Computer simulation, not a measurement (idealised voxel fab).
process module | voxel released beams
cross-section cut | 205 nm wide | cells 5 nm
A cross-section is a grid of square cells, given in bands from the top down. A band is one or more rows of cells.
Each band's line starts with the height of the band's top and of its bottom, in nm. Then come its materials from left to right, each with its width in nm. One material with "throughout" fills the band from edge to edge. "air" is empty space.
Height 0 is the level under which the wafer as received is all one material. The lowest band goes on downwards, as in "0 down".
A width such as "30 to 40" changes by the same amount from each row of cells to the next, from the band's top row to its bottom row.
"no change" after a step means that no cell of the cross-section changed.
closed voids: empty space of 8 cells or more with no open way to the top, each as width x height at its distance from the left edge, in nm
after a step's settings: what the simulator itself notes on the step
overlay nm, on a step with a mask: how far to the right of its planned place the mask lay; to the left if negative
plan
1 op RECEIVE | material Si
2 op CONFORMAL_DEP | material SiN | thk nm 5
3 op DIRECTIONAL_DEP | material SiO2 | thk nm 20
4 op MASKED_ETCH | tone open | mask id ANCHOR | width nm 25 | etch materials SiO2 | depth nm 20 | overlay nm 0
5 op CONFORMAL_DEP | material polySi | thk nm 10
6 op PATTERN | tone cover | mask id BEAM | material resist | width nm 80 | thk nm 20 | overlay nm 0
7 op DIRECTIONAL_ETCH | etch materials polySi | depth nm 10
8 op STRIP | etch materials resist
9 op STRIP | etch materials SiO2
as received, after step 1
  0 down: Si throughout
  closed voids: none
first wafer at the end, as planned
  35 to 25: air 60 | polySi 15 | air 5 | polySi 60 | air 65
  25 to 15: air 65 | polySi 10 | air 5 | polySi 10 | air 115
  15 to 5: air 65 | polySi 25 | air 115
  5 to 0: SiN throughout
  0 down: Si throughout
  closed voids: none
second wafer at the end: like start, like plan, one mistake
  0 down: Si throughout
  closed voids: none
what went wrong: step 2 ran as: op CONFORMAL_DEP | material SiO2 | thk nm 5
at the end the second wafer has, in cells: 41 fewer of SiN | 48 fewer of polySi
